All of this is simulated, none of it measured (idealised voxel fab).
The following process module bears the name voxel trench capacitor.
Square cells of 5 nm make up the cross-section cut, whose width is 260 nm.
Reading order for cross-sections: top band down to bottom band. Underlying form: a grid of square cells. Band size: one or more rows of cells. Basically the band line says how high the top is and how high the bottom is, in nm, and then what's in it from left to right, every material with its width in nm. Empty space shows up as "empty", and if a single material carries "throughout" it runs the full band edge to edge. We count height from 0. Below that, the starting wafer is all one material. The lowest band never ends at the bottom but goes on down; see "z 0 and below" for how that is written. Width: "30..40" (first number = top row, second number = bottom row, same change from row to row of cells). A step reported as "no modifications" is a step in which no cell of the cross-section changed. "Closed void listing" - sealed voids, min. 8 cells, no opening to top; format: width x height at distance (distance from left edge; nm throughout). On each step's line, the part that comes after the settings is the simulator's own comment on the step. When a step includes a mask, the "overlay nm" setting on its line states how far to the right of its planned place that mask lay, and negative values state how far to the left.
## The process steps that were planned are listed below
- 1: RECEIVE with material Si
- 2: CONFORMAL_DEP with material SiN, thk nm 5
- 3: DIRECTIONAL_DEP with material aC, thk nm 15
- 4: PATTERN with tone open, mask id TRENCH, material resist, width nm 25, pitch nm 45, thk nm 30, overlay nm 0
- 5: DIRECTIONAL_ETCH with etch materials aC, depth nm 15
- 6: STRIP with etch materials resist
- 7: DIRECTIONAL_ETCH with etch materials SiN, depth nm 5
- 8: DIRECTIONAL_ETCH with etch materials Si, depth nm 35
- 9: STRIP with etch materials aC
- 10: CONFORMAL_DEP with material Al2O3, thk nm 5
- 11: FILL_DEP with material polySi, thk nm 10
- 12: CMP with height nm 5
## Step 1 complete: cross-section of the wafer as received
> z 0 and below  Si throughout
> Closed void listing: none
## Final wafer profile in cross-section after the module, from the same start and plan as above, with one mistake made during processing
> z 5 to 0  SiN (70), Al2O3 (5), polySi (20), Al2O3 (5), SiN (15), Al2O3 (5), polySi (20), Al2O3 (5), SiN (15), Al2O3 (5), polySi (20), Al2O3 (5), SiN (70)
> z 0 to -30  Si (70), Al2O3 (5), polySi (20), Al2O3 (5), Si (15), Al2O3 (5), polySi (20), Al2O3 (5), Si (15), Al2O3 (5), polySi (20), Al2O3 (5), Si (70)
> z -30 to -35  Si (70), Al2O3 (30), Si (15), Al2O3 (30), Si (15), Al2O3 (30), Si (70)
> z -35 and below  Si throughout
> Closed void listing: none
Deviation from plan: step 4 deviated from plan and actually ran as PATTERN with tone open, mask id TRENCH, material resist, width nm 30, pitch nm 45, thk nm 30, overlay nm 0
